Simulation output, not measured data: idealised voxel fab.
process module | voxel self aligned contacts
cross-section cut | 220 nm wide | cells 5 nm
A cross-section is a grid of square cells, given in bands from the top down. A band is one or more rows of cells.
Each band's line starts with the height of the band's top and of its bottom, in nm. Then come its materials from left to right, each with its width in nm. One material with "throughout" fills the band from edge to edge. "air" is empty space.
Height 0 is the level under which the wafer as received is all one material. The lowest band goes on downwards, as in "0 down".
A width such as "30 to 40" changes by the same amount from each row of cells to the next, from the band's top row to its bottom row.
"no change" after a step means that no cell of the cross-section changed.
closed voids: empty space of 8 cells or more with no open way to the top, each as width x height at its distance from the left edge, in nm
after a step's settings: what the simulator itself notes on the step
overlay nm, on a step with a mask: how far to the right of its planned place the mask lay; to the left if negative
plan
1 op RECEIVE | material Si
2 op CONFORMAL_DEP | material SiO2 | thk nm 5
3 op DIRECTIONAL_DEP | material polySi | thk nm 25
4 op DIRECTIONAL_DEP | material SiN | thk nm 25
5 op DIRECTIONAL_DEP | material aC | thk nm 15
6 op PATTERN | tone cover | mask id GATE | material resist | width nm 25 | pitch nm 70 | thk nm 30 | overlay nm 0
7 op DIRECTIONAL_ETCH | etch materials aC | depth nm 15
8 op STRIP | etch materials resist
9 op DIRECTIONAL_ETCH | etch materials SiN | depth nm 25
10 op DIRECTIONAL_ETCH | etch materials polySi | depth nm 25
11 op STRIP | etch materials aC
12 op CONFORMAL_DEP | material SiN | thk nm 10
13 op DIRECTIONAL_ETCH | etch materials SiN | depth nm 10
14 op FILL_DEP | material SiO2 | thk nm 20
15 op CMP | height nm 65
16 op PATTERN | tone open | mask id CONTACT | material resist | width nm 55 | thk nm 20 | overlay nm 0
17 op DIRECTIONAL_ETCH | etch materials SiO2 | depth nm 65
18 op STRIP | etch materials resist
19 op CONFORMAL_DEP | material TiN | thk nm 5
20 op FILL_DEP | material W | thk nm 10
21 op CMP | height nm 65
22 op CONFORMAL_DEP | material SiN | thk nm 5
first wafer, as planned
as received, after step 1
  0 down: Si throughout
  closed voids: none
after step 2
  5 to 0: SiO2 throughout
  below 0: unchanged
after step 3
  30 to 5: polySi throughout
  below 5: unchanged
after step 4
  55 to 30: SiN throughout
  below 30: unchanged
after step 5
  70 to 55: aC throughout
  below 55: unchanged
after step 6
  100 to 70: air 60 | resist 25 | air 45 | resist 25 | air 65
  below 70: unchanged
after step 7
  85 to 70: air 60 | resist 25 | air 45 | resist 25 | air 65
  70 to 55: air 60 | aC 25 | air 45 | aC 25 | air 65
  below 55: unchanged
after step 8
  70 to 55: air 60 | aC 25 | air 45 | aC 25 | air 65
  below 55: unchanged
after step 9
  70 to 55: air 60 | aC 25 | air 45 | aC 25 | air 65
  55 to 30: air 60 | SiN 25 | air 45 | SiN 25 | air 65
  below 30: unchanged
after step 10
  70 to 55: air 60 | aC 25 | air 45 | aC 25 | air 65
  55 to 30: air 60 | SiN 25 | air 45 | SiN 25 | air 65
  30 to 5: air 60 | polySi 25 | air 45 | polySi 25 | air 65
  below 5: unchanged
after step 11
  55 to 30: air 60 | SiN 25 | air 45 | SiN 25 | air 65
  below 30: unchanged
after step 12
  65 to 30: air 50 | SiN 45 | air 25 | SiN 45 | air 55
  30 to 15: air 50 | SiN 10 | polySi 25 | SiN 10 | air 25 | SiN 10 | polySi 25 | SiN 10 | air 55
  15 to 5: SiN 60 | polySi 25 | SiN 45 | polySi 25 | SiN 65
  below 5: unchanged
after step 13
  55 to 30: air 50 | SiN 45 | air 25 | SiN 45 | air 55
  30 to 5: air 50 | SiN 10 | polySi 25 | SiN 10 | air 25 | SiN 10 | polySi 25 | SiN 10 | air 55
  below 5: unchanged
after step 14
  75 to 55: SiO2 throughout
  55 to 30: SiO2 50 | SiN 45 | SiO2 25 | SiN 45 | SiO2 55
  30 to 5: SiO2 50 | SiN 10 | polySi 25 | SiN 10 | SiO2 25 | SiN 10 | polySi 25 | SiN 10 | SiO2 55
  below 5: unchanged
after step 15
  65 to 55: SiO2 throughout
  below 55: unchanged
after step 16
  85 to 65: resist 80 | air 55 | resist 85
  below 65: unchanged
after step 17
  85 to 65: resist 80 | air 55 | resist 85
  65 to 55: SiO2 80 | air 55 | SiO2 85
  55 to 30: SiO2 50 | SiN 45 | air 25 | SiN 45 | SiO2 55
  30 to 5: SiO2 50 | SiN 10 | polySi 25 | SiN 10 | air 25 | SiN 10 | polySi 25 | SiN 10 | SiO2 55
  5 to 0: SiO2 95 | air 25 | SiO2 100
  below 0: unchanged
after step 18
  65 to 55: SiO2 80 | air 55 | SiO2 85
  below 55: unchanged
after step 19
  70 to 65: TiN 85 | air 45 | TiN 90
  65 to 55: SiO2 80 | TiN 5 to 20 | air 45 to 15 | TiN 5 to 20 | SiO2 85
  55 to 30: SiO2 50 | SiN 45 | TiN 5 | air 15 | TiN 5 | SiN 45 | SiO2 55
  30 to 5: SiO2 50 | SiN 10 | polySi 25 | SiN 10 | TiN 5 | air 15 | TiN 5 | SiN 10 | polySi 25 | SiN 10 | SiO2 55
  5 to 0: SiO2 95 | TiN 25 | SiO2 100
  below 0: unchanged
after step 20
  80 to 70: W throughout
  70 to 65: TiN 85 | W 45 | TiN 90
  65 to 55: SiO2 80 | TiN 5 to 20 | W 45 to 15 | TiN 5 to 20 | SiO2 85
  55 to 30: SiO2 50 | SiN 45 | TiN 5 | W 15 | TiN 5 | SiN 45 | SiO2 55
  30 to 5: SiO2 50 | SiN 10 | polySi 25 | SiN 10 | TiN 5 | W 15 | TiN 5 | SiN 10 | polySi 25 | SiN 10 | SiO2 55
  below 5: unchanged
after step 21
  65 to 55: SiO2 80 | TiN 5 to 20 | W 45 to 15 | TiN 5 to 20 | SiO2 85
  below 55: unchanged
after step 22
  70 to 65: SiN throughout
  below 65: unchanged
second wafer: like start, like plan, one mistake. Through step 14 it matches the first wafer
when step 15 should have ended
  60 to 55: SiO2 throughout
  below 55: unchanged
when step 16 should have ended
  80 to 60: resist 80 | air 55 | resist 85
  below 60: unchanged
when step 17 should have ended
  80 to 60: resist 80 | air 55 | resist 85
  60 to 55: SiO2 80 | air 55 | SiO2 85
  55 to 30: SiO2 50 | SiN 45 | air 25 | SiN 45 | SiO2 55
  30 to 5: SiO2 50 | SiN 10 | polySi 25 | SiN 10 | air 25 | SiN 10 | polySi 25 | SiN 10 | SiO2 55
  5 to 0: SiO2 95 | air 25 | SiO2 100
  below 0: unchanged
when step 18 should have ended
  60 to 55: SiO2 80 | air 55 | SiO2 85
  below 55: unchanged
when step 19 should have ended
  65 to 60: TiN 85 | air 45 | TiN 90
  60 to 55: SiO2 80 | TiN 20 | air 15 | TiN 20 | SiO2 85
  55 to 30: SiO2 50 | SiN 45 | TiN 5 | air 15 | TiN 5 | SiN 45 | SiO2 55
  30 to 5: SiO2 50 | SiN 10 | polySi 25 | SiN 10 | TiN 5 | air 15 | TiN 5 | SiN 10 | polySi 25 | SiN 10 | SiO2 55
  5 to 0: SiO2 95 | TiN 25 | SiO2 100
  below 0: unchanged
when step 20 should have ended
  75 to 65: W throughout
  65 to 60: TiN 85 | W 45 | TiN 90
  60 to 55: SiO2 80 | TiN 20 | W 15 | TiN 20 | SiO2 85
  55 to 30: SiO2 50 | SiN 45 | TiN 5 | W 15 | TiN 5 | SiN 45 | SiO2 55
  30 to 5: SiO2 50 | SiN 10 | polySi 25 | SiN 10 | TiN 5 | W 15 | TiN 5 | SiN 10 | polySi 25 | SiN 10 | SiO2 55
  below 5: unchanged
when step 21 should have ended
  65 to 60: TiN 85 | W 45 | TiN 90
  below 60: unchanged
when step 22 should have ended
  70 to 65: SiN throughout
  below 65: unchanged
what went wrong: step 15 ran as: op CMP | height nm 60
at the end the second wafer has, in cells: 33 fewer of SiO2 | 33 more of TiN
